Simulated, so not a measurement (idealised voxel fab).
The process module presented herein is designated voxel capacitor over wiring.
This is section cut - it's 245 nm across, gridded in 5 nm square cells.
A cross-section is written here as square cells arranged in a grid, and it is given in bands from the top down, each band taking up one or more rows of cells. The band entry comprises the height of the band's top followed by the height of its bottom, expressed in nm, and subsequently the band's materials from left to right, each stated together with its width in nm. Where a single material is marked with the word "all across", that material fills the band from edge to edge. The word "air" represents empty space. Counting heights begins at 0, where everything beneath is, in the wafer as received, one material. The lowest band has no bottom; it goes on downwards, as "0 -> down" shows. A width given as "30->40" starts at the first number in the band's top row and ends at the second number in its bottom row, shifting by an equal amount at every step from row to row. Basically "nothing different" means that step didn't change any cell in the cross-section. "Closed void register": sealed empty spaces, 8 cells or more, no open way to top, listed width x height at distance, with distance from the left edge and width, height and distance in nm. Heads up: the bit after the settings on a step's line is the simulator's remark on that step. Among the settings permitted on a step's line is "overlay nm"; applied to a step with a mask, it specifies the extent to which the mask lay to the right of its planned position, whereas a negative figure signifies a position to the left.
[Intended process steps]
1,RECEIVE,material Si
2,CONFORMAL_DEP,material SiO2,thk nm 15
3,CONFORMAL_DEP,material SiN,thk nm 5
4,DIRECTIONAL_DEP,material SiO2,thk nm 20
5,DIRECTIONAL_DEP,material aC,thk nm 10
6,PATTERN,tone open,mask id METAL_1,material resist,width nm 25,pitch nm 90,thk nm 25,overlay nm 0
7,DIRECTIONAL_ETCH,etch materials aC,depth nm 10
8,STRIP,etch materials resist
9,DIRECTIONAL_ETCH,etch materials SiO2,depth nm 20
10,DIRECTIONAL_ETCH,etch materials SiN,depth nm 5
11,STRIP,etch materials aC
12,CONFORMAL_DEP,material TiN,thk nm 5
13,FILL_DEP,material W,thk nm 10
14,CMP,height nm 40
15,CONFORMAL_DEP,material SiCN,thk nm 5
16,DIRECTIONAL_DEP,material lowk,thk nm 20
17,MASKED_ETCH,tone open,mask id PLUG_1,width nm 15,etch materials lowk,depth nm 20,overlay nm 0
18,MASKED_ETCH,tone open,mask id PLUG_1,width nm 15,etch materials SiCN,depth nm 5,overlay nm 0
19,CONFORMAL_DEP,material TiN,thk nm 5
20,FILL_DEP,material W,thk nm 5
21,CMP,height nm 65
22,DIRECTIONAL_DEP,material TiN,thk nm 10
23,DIRECTIONAL_DEP,material HfO2,thk nm 5
24,DIRECTIONAL_DEP,material TiN,thk nm 10
25,DIRECTIONAL_DEP,material aC,thk nm 15
26,PATTERN,tone cover,mask id UPPER_PLATE,material resist,width nm 70,thk nm 30,overlay nm 0
27,DIRECTIONAL_ETCH,etch materials aC,depth nm 15
28,STRIP,etch materials resist
29,DIRECTIONAL_ETCH,etch materials TiN,depth nm 10
30,DIRECTIONAL_ETCH,etch materials HfO2,depth nm 5
31,STRIP,etch materials aC
32,DIRECTIONAL_DEP,material aC,thk nm 15
33,PATTERN,tone cover,mask id LOWER_PLATE,material resist,width nm 80,thk nm 30,overlay nm 0
34,DIRECTIONAL_ETCH,etch materials aC,depth nm 15
35,STRIP,etch materials resist
36,DIRECTIONAL_ETCH,etch materials TiN,depth nm 10
37,STRIP,etch materials aC
38,FILL_DEP,material SiO2,thk nm 15
39,CMP,height nm 100
40,DIRECTIONAL_DEP,material aC,thk nm 15
41,PATTERN,tone open,mask id PLUG_2,material resist,width nm 15,thk nm 35,overlay nm 0
42,DIRECTIONAL_ETCH,etch materials aC,depth nm 15
43,STRIP,etch materials resist
44,DIRECTIONAL_ETCH,etch materials SiO2,depth nm 10
45,STRIP,etch materials aC
46,CONFORMAL_DEP,material TiN,thk nm 5
47,FILL_DEP,material Ru,thk nm 10
48,CMP,height nm 100
49,CONFORMAL_DEP,material SiN,thk nm 5
[Wafer at receipt (post step 1), cross-section]
    0 -> down: Si all across
    Closed void register: none
[Starting structure and process plan are as shown above, but one mistake was made in running the module; the wafer cross-section at the end of the module follows]
    105 -> 100: SiN all across
    100 -> 95: SiO2 85 nm | TiN 5 nm | Ru 5 nm | TiN 5 nm | SiO2 145 nm
    95 -> 90: SiO2 85 nm | TiN 15 nm | SiO2 145 nm
    90 -> 80: SiO2 80 nm | TiN 60 nm | SiO2 105 nm
    80 -> 75: SiO2 80 nm | HfO2 60 nm | SiO2 105 nm
    75 -> 65: SiO2 70 nm | TiN 80 nm | SiO2 95 nm
    65 -> 45: lowk 75 nm | TiN 5 nm | W 5 nm | TiN 5 nm | lowk 155 nm
    45 -> 40: SiCN 75 nm | TiN 15 nm | SiCN 155 nm
    40 -> 20: SiO2 65 nm | TiN 5 nm | W 15 nm | TiN 5 nm | SiO2 65 nm | TiN 5 nm | W 15 nm | TiN 5 nm | SiO2 65 nm
    20 -> 15: SiN 65 nm | TiN 25 nm | SiN 65 nm | TiN 25 nm | SiN 65 nm
    15 -> 0: SiO2 all across
    0 -> down: Si all across
    Closed void register: none
Processing error: step 26 went in with a setting other than planned; the actual run was PATTERN,tone cover,mask id UPPER_PLATE,material resist,width nm 60,thk nm 30,overlay nm 0
